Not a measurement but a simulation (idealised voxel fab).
The process module that follows is named voxel ribs on slabs.
Shown is cross-section cut, with a width of 175 nm and square cells of size 5 nm.
Notation: cross-section as square-cell grid; stated in bands, top first, going down; one or more cell rows per band.
Band: top and bottom heights (nm) first, top before bottom; then materials from left to right, widths in nm. "full width" marks a sole material filling the band edge to edge. "empty" denotes empty space.
For the purposes of this specification, 0 denotes the height below which the wafer in its as-received condition is composed wholly of one material, and the lowermost band, lacking a lower limit, extends downward without end, as expressed in "0 -> down".
Note: "30..40" means the width goes from the first number (top row of the band) to the second number (bottom row) in equal steps per row of cells.
Step note "nothing changed" = no cross-section cell changed.
The label "Closed void roster" introduces a list of the empty spaces, 8 cells or larger, that have no open way up to the top; each entry in it reads width x height at distance, where the distance is taken from the left edge and all three are stated in nm.
On each step's line, the part that comes after the settings is the simulator's own comment on the step.
overlay nm: for a step with a mask, the amount by which the mask lay right of where it was planned; a negative amount means left of it.
**Here's what the planned process steps look like**
- 1: RECEIVE with material Si
- 2: DIRECTIONAL_DEP with material SiO2, thk nm 25
- 3: DIRECTIONAL_DEP with material polySi, thk nm 15
- 4: DIRECTIONAL_DEP with material aC, thk nm 10
- 5: PATTERN with tone cover, mask id RIB, material resist, width nm 20, thk nm 25, overlay nm 0
- 6: DIRECTIONAL_ETCH with etch materials aC, depth nm 10
- 7: STRIP with etch materials resist
- 8: DIRECTIONAL_ETCH with etch materials polySi, depth nm 10
- 9: STRIP with etch materials aC
- 10: PATTERN with tone cover, mask id SLAB, material resist, width nm 70, thk nm 15, overlay nm 0
- 11: DIRECTIONAL_ETCH with etch materials polySi, depth nm 5
- 12: STRIP with etch materials resist
- 13: FILL_DEP with material SiO2, thk nm 25
- 14: CMP with height nm 60
- 15: DIRECTIONAL_DEP with material TiN, thk nm 10
- 16: DIRECTIONAL_DEP with material aC, thk nm 15
- 17: PATTERN with tone cover, mask id HEATER, material resist, width nm 30, thk nm 35, overlay nm 0
- 18: DIRECTIONAL_ETCH with etch materials aC, depth nm 15
- 19: STRIP with etch materials resist
- 20: DIRECTIONAL_ETCH with etch materials TiN, depth nm 10
- 21: STRIP with etch materials aC
- 22: CONFORMAL_DEP with material SiO2, thk nm 5
**As-received state of the wafer in cross-section, equivalent to post-step 1**
	0 -> down  Si full width
	Closed void roster: none
**Run as planned - first of the two wafers cross-sectioned at the end of the module**
	75 -> 70  65 empty  40 SiO2  70 empty
	70 -> 65  65 empty  5 SiO2  30 TiN  5 SiO2  70 empty
	65 -> 60  70 SiO2  30 TiN  75 SiO2
	60 -> 40  SiO2 full width
	40 -> 30  75 SiO2  20 polySi  80 SiO2
	30 -> 25  50 SiO2  70 polySi  55 SiO2
	25 -> 0  SiO2 full width
	0 -> down  Si full width
	Closed void roster: none
**Now the second wafer, cross-sectioned at the end of the module. Nothing different at the start, nothing different in the plan compared with the first, just one mistake when it was actually run**
	75 -> 70  65 empty  40 SiO2  70 empty
	70 -> 65  65 empty  5 SiO2  30 TiN  5 SiO2  70 empty
	65 -> 60  70 SiO2  30 TiN  75 SiO2
	60 -> 50  75..50 SiO2  20..70 polySi  80..55 SiO2
	50 -> 0  SiO2 full width
	0 -> down  Si full width
	Closed void roster: none
what went wrong: it should be noted that step 2 of the plan was executed twice
at the end the second wafer has, in cells: SiO2 +4 | polySi -4
